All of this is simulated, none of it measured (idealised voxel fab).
The process module that follows is named voxel fin reveal.
The cross-section on display is named cut; it measures 180 nm wide, and its cells are 5 nm squares.
A cross-section in this document is a grid of square cells, and it is written down as bands, the top band listed before the ones below it; a band is made up of one or more rows of cells. Heads up on the band format: heights come first, top then bottom, in nm. After that it's the materials left to right, each with its width in nm. A single material flagged "full width" fills the whole band edge to edge, and "air" means there's empty space there. Beneath 0, the wafer as received is one material, and that level is where height counting begins. The lowest band goes on downward without a bottom; it is written like "z 0 and below". Think of "30..40" as a width that walks from the first number to the second as you go down the band, top row to bottom row, taking equal-sized steps from row to row. "no alterations made" -> step changed no cross-section cell. Heads up: "Closed void list" only lists the empty pockets with no open path to the top that are 8 cells or more, and it writes them as width x height at distance, distance from the left edge, in nm. Post-settings text on a step line: simulator's own remark regarding the step. "overlay nm", when on a step's line for a step with a mask, measures how far to the right of its planned place the mask lay; a negative measure means to the left.
Here's what the planned process steps look like
1: RECEIVE | material Si
2: CONFORMAL_DEP | material SiN | thk nm 10
3: MASKED_ETCH | tone cover | mask id FINS | width nm 15 | pitch nm 40 | etch materials SiN | depth nm 10 | overlay nm 0
4: MASKED_ETCH | tone cover | mask id FINS | width nm 15 | pitch nm 40 | etch materials Si | depth nm 35 | overlay nm 0
5: OXIDIZE | depth nm 5
6: FILL_DEP | material SiO2 | thk nm 5
7: CMP | height nm 10
8: SELECTIVE_ETCH | etch materials SiO2 | depth nm 25
9: STRIP | etch materials SiN
10: CONFORMAL_DEP | material HfO2 | thk nm 5
Received-state cross-section, reflecting completion of step 1
	z 0 and below = Si full width
	Closed void list: none
End-of-module cross-section of the first of two wafers, processed as planned
	z 5 to 0 = 60 nm air / 15 nm HfO2 / 25 nm air / 15 nm HfO2 / 65 nm air
	z 0 to -10 = 60 nm air / 5 nm HfO2 / 5 nm Si / 5 nm HfO2 / 25 nm air / 5 nm HfO2 / 5 nm Si / 5 nm HfO2 / 65 nm air
	z -10 to -15 = 65 nm HfO2 / 5 nm Si / 35 nm HfO2 / 5 nm Si / 70 nm HfO2
	z -15 to -40 = 65 nm SiO2 / 5 nm Si / 35 nm SiO2 / 5 nm Si / 70 nm SiO2
	z -40 and below = Si full width
	Closed void list: none
second wafer at the end: like start, like plan, one mistake
	z 15 to 10 = 55 nm air / 25 nm HfO2 / 15 nm air / 25 nm HfO2 / 60 nm air
	z 10 to 0 = 55 nm air / 5 nm HfO2 / 15 nm SiN / 5 nm HfO2 / 15 nm air / 5 nm HfO2 / 15 nm SiN / 5 nm HfO2 / 60 nm air
	z 0 to -5 = 55 nm air / 10 nm HfO2 / 5 nm Si / 10 nm HfO2 / 15 nm air / 10 nm HfO2 / 5 nm Si / 10 nm HfO2 / 60 nm air
	z -5 to -35 = 60 nm air / 5 nm HfO2 / 5 nm Si / 5 nm HfO2 / 25 nm air / 5 nm HfO2 / 5 nm Si / 5 nm HfO2 / 65 nm air
	z -35 to -40 = 65 nm HfO2 / 5 nm Si / 35 nm HfO2 / 5 nm Si / 70 nm HfO2
	z -40 and below = Si full width
	Closed void list: none
Deviation noted in wafer processing: step 9 was not run as planned; what actually ran was STRIP | etch materials SiO2
End check, counted in cells, second wafer has more or fewer of these materials than the first: HfO2: 36 more | SiN: 12 more | SiO2: 170 fewer
